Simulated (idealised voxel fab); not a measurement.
process module | voxel gate over fins
cross-section cut | 275 nm wide | cells 5 nm
A cross-section is a grid of square cells, given in bands from the top down. A band is one or more rows of cells.
Each band's line starts with the height of the band's top and of its bottom, in nm. Then come its materials from left to right, each with its width in nm. One material with "throughout" fills the band from edge to edge. "air" is empty space.
Height 0 is the level under which the wafer as received is all one material. The lowest band goes on downwards, as in "0 down".
A width such as "30 to 40" changes by the same amount from each row of cells to the next, from the band's top row to its bottom row.
"no change" after a step means that no cell of the cross-section changed.
closed voids: empty space of 8 cells or more with no open way to the top, each as width x height at its distance from the left edge, in nm
after a step's settings: what the simulator itself notes on the step
overlay nm, on a step with a mask: how far to the right of its planned place the mask lay; to the left if negative
plan
1 op RECEIVE | material Si
2 op CONFORMAL_DEP | material SiN | thk nm 10
3 op MASKED_ETCH | tone cover | mask id FINS | width nm 15 | pitch nm 40 | etch materials SiN | depth nm 10 | overlay nm 0
4 op MASKED_ETCH | tone cover | mask id FINS | width nm 15 | pitch nm 40 | etch materials Si | depth nm 35 | overlay nm 0
5 op FILL_DEP | material SiO2 | thk nm 15
6 op CMP | height nm 10
7 op SELECTIVE_ETCH | etch materials SiO2 | depth nm 25
8 op STRIP | etch materials SiN
9 op CONFORMAL_DEP | material HfO2 | thk nm 5
10 op CONFORMAL_DEP | material TiN | thk nm 5
11 op FILL_DEP | material W | thk nm 10
12 op CMP | height nm 15
13 op CONFORMAL_DEP | material SiN | thk nm 10
as received, after step 1
  0 down: Si throughout
  closed voids: none
first wafer at the end, as planned
  25 to 15: SiN throughout
  15 to 10: W throughout
  10 to 5: W 100 | TiN 35 | W 5 | TiN 35 | W 100
  5 to 0: W 100 | TiN 5 | HfO2 25 | TiN 5 | W 5 | TiN 5 | HfO2 25 | TiN 5 | W 100
  0 to -5: W 100 | TiN 5 | HfO2 5 | Si 15 | HfO2 5 | TiN 5 | W 5 | TiN 5 | HfO2 5 | Si 15 | HfO2 5 | TiN 5 | W 100
  -5 to -10: TiN 105 | HfO2 5 | Si 15 | HfO2 5 | TiN 15 | HfO2 5 | Si 15 | HfO2 5 | TiN 105
  -10 to -15: HfO2 110 | Si 15 | HfO2 25 | Si 15 | HfO2 110
  -15 to -35: SiO2 110 | Si 15 | SiO2 25 | Si 15 | SiO2 110
  -35 down: Si throughout
  closed voids: none
second wafer at the end: like start, like plan, one mistake
  20 to 15: SiN throughout
  15 to 10: W throughout
  10 to 5: W 100 | TiN 35 | W 5 | TiN 35 | W 100
  5 to 0: W 100 | TiN 5 | HfO2 25 | TiN 5 | W 5 | TiN 5 | HfO2 25 | TiN 5 | W 100
  0 to -5: W 100 | TiN 5 | HfO2 5 | Si 15 | HfO2 5 | TiN 5 | W 5 | TiN 5 | HfO2 5 | Si 15 | HfO2 5 | TiN 5 | W 100
  -5 to -10: TiN 105 | HfO2 5 | Si 15 | HfO2 5 | TiN 15 | HfO2 5 | Si 15 | HfO2 5 | TiN 105
  -10 to -15: HfO2 110 | Si 15 | HfO2 25 | Si 15 | HfO2 110
  -15 to -35: SiO2 110 | Si 15 | SiO2 25 | Si 15 | SiO2 110
  -35 down: Si throughout
  closed voids: none
what went wrong: step 13 ran as: op CONFORMAL_DEP | material SiN | thk nm 5
at the end the second wafer has, in cells: 55 fewer of SiN
